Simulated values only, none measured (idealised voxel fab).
process module | voxel lift off
cross-section cut | 275 nm wide | cells 5 nm
A cross-section is a grid of square cells, given in bands from the top down. A band is one or more rows of cells.
Each band's line starts with the height of the band's top and of its bottom, in nm. Then come its materials from left to right, each with its width in nm. One material with "throughout" fills the band from edge to edge. "air" is empty space.
Height 0 is the level under which the wafer as received is all one material. The lowest band goes on downwards, as in "0 down".
A width such as "30 to 40" changes by the same amount from each row of cells to the next, from the band's top row to its bottom row.
"no change" after a step means that no cell of the cross-section changed.
closed voids: empty space of 8 cells or more with no open way to the top, each as width x height at its distance from the left edge, in nm
after a step's settings: what the simulator itself notes on the step
overlay nm, on a step with a mask: how far to the right of its planned place the mask lay; to the left if negative
plan
1 op RECEIVE | material Si
2 op CONFORMAL_DEP | material SiN | thk nm 15
3 op PATTERN | tone open | mask id LINES | material resist | width nm 30 | pitch nm 50 | thk nm 15 | overlay nm 0
4 op DIRECTIONAL_DEP | material Ru | thk nm 5
5 op STRIP | etch materials resist
6 op CONFORMAL_DEP | material SiN | thk nm 10
first wafer, as planned
as received, after step 1
  0 down: Si throughout
  closed voids: none
after step 2
  15 to 0: SiN throughout
  below 0: unchanged
after step 3
  30 to 15: resist 70 | air 30 | resist 20 | air 30 | resist 20 | air 30 | resist 75
  below 15: unchanged
after step 4
  35 to 30: Ru 70 | air 30 | Ru 20 | air 30 | Ru 20 | air 30 | Ru 75
  30 to 20: resist 70 | air 30 | resist 20 | air 30 | resist 20 | air 30 | resist 75
  20 to 15: resist 70 | Ru 30 | resist 20 | Ru 30 | resist 20 | Ru 30 | resist 75
  below 15: unchanged
after step 5
  20 to 15: air 70 | Ru 30 | air 20 | Ru 30 | air 20 | Ru 30 | air 75
  below 15: unchanged
after step 6
  30 to 25: air 60 | SiN 150 | air 65
  25 to 20: SiN throughout
  20 to 15: SiN 70 | Ru 30 | SiN 20 | Ru 30 | SiN 20 | Ru 30 | SiN 75
  below 15: unchanged
second wafer: like start, like plan, one mistake. Through step 1 it matches the first wafer
when step 2 should have ended
  20 to 0: SiN throughout
  below 0: unchanged
when step 3 should have ended
  35 to 20: resist 70 | air 30 | resist 20 | air 30 | resist 20 | air 30 | resist 75
  below 20: unchanged
when step 4 should have ended
  40 to 35: Ru 70 | air 30 | Ru 20 | air 30 | Ru 20 | air 30 | Ru 75
  35 to 25: resist 70 | air 30 | resist 20 | air 30 | resist 20 | air 30 | resist 75
  25 to 20: resist 70 | Ru 30 | resist 20 | Ru 30 | resist 20 | Ru 30 | resist 75
  below 20: unchanged
when step 5 should have ended
  25 to 20: air 70 | Ru 30 | air 20 | Ru 30 | air 20 | Ru 30 | air 75
  below 20: unchanged
when step 6 should have ended
  35 to 30: air 60 | SiN 150 | air 65
  30 to 25: SiN throughout
  25 to 20: SiN 70 | Ru 30 | SiN 20 | Ru 30 | SiN 20 | Ru 30 | SiN 75
  below 20: unchanged
what went wrong: step 2 ran as: op CONFORMAL_DEP | material SiN | thk nm 20
at the end the second wafer has, in cells: 55 more of SiN
